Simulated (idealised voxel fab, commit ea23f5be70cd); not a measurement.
The document below concerns the process module designated voxel ribs on slabs.
The width of the displayed cross-section, cut, is 145 nm; its cells are square, with a size of 5 nm.
This document writes a cross-section as a grid whose cells are square, and gives it as bands, listed from the top down; one or more rows of cells form a band. It is stipulated that each band's entry specify, in nanometres, the height of the top of the band and then that of its bottom, followed by the materials of the band in left-to-right sequence, each together with its width in nanometres. A single material marked by the word "throughout" is understood to fill the band from edge to edge; the word "empty" is understood to denote empty space. Heights from 0 (as-received wafer is one material below). Bottom band endless downward, as "from 0 down". A width given as "30 to 40" starts at the first number in the band's top row and ends at the second number in its bottom row, shifting by an equal amount at every step from row to row. Where a step carries "changes: none", the cross-section came out of it unchanged, cell for cell. "Enclosed void entries" means: voids of 8 cells or more that are shut off from the top with no open way through. Written width x height at distance, distance from the left edge, in nm. That trailing text on a step's line, after the settings, is the simulator's own remark on the step. overlay nm: mask offset rightward from planned place, masked step; negative means leftward offset.
Here's what the planned process steps look like
- 1: RECEIVE,material Si
- 2: DIRECTIONAL_DEP,material SiO2,thk nm 30
- 3: DIRECTIONAL_DEP,material polySi,thk nm 25
- 4: PATTERN,tone cover,mask id RIB,material resist,width nm 30,thk nm 15,overlay nm 0
- 5: DIRECTIONAL_ETCH,etch materials polySi,depth nm 20
- 6: STRIP,etch materials resist
- 7: DIRECTIONAL_DEP,material aC,thk nm 10
- 8: PATTERN,tone cover,mask id SLAB,material resist,width nm 80,thk nm 30,overlay nm 0
- 9: DIRECTIONAL_ETCH,etch materials aC,depth nm 10
- 10: STRIP,etch materials resist
- 11: DIRECTIONAL_ETCH,etch materials polySi,depth nm 5
- 12: STRIP,etch materials aC
- 13: FILL_DEP,material SiO2,thk nm 25
- 14: CMP,height nm 70
- 15: DIRECTIONAL_DEP,material W,thk nm 5
- 16: MASKED_ETCH,tone cover,mask id HEATER,width nm 30,etch materials W,depth nm 5,overlay nm 0
- 17: CONFORMAL_DEP,material SiN,thk nm 5
The wafers in this document start out alike and differ in the width nm applied at step 16; the plan shows the value used for the first wafer.
Cut through the first of several wafers as received, post step 1
from 0 down | Si throughout
Enclosed void entries: none
Table: wafers, a row each; end-of-module cell change per material since receipt, gain (+), loss (-); then closed voids
width nm 30 | +31 SiN | +366 SiO2 | +6 W | +40 polySi | Enclosed void entries: none
width nm 35 | +31 SiN | +366 SiO2 | +7 W | +40 polySi | Enclosed void entries: none
width nm 40 | +31 SiN | +366 SiO2 | +8 W | +40 polySi | Enclosed void entries: none
width nm 45 | +31 SiN | +366 SiO2 | +9 W | +40 polySi | Enclosed void entries: none
width nm 50 | +31 SiN | +366 SiO2 | +10 W | +40 polySi | Enclosed void entries: none
width nm 55 | +31 SiN | +366 SiO2 | +11 W | +40 polySi | Enclosed void entries: none
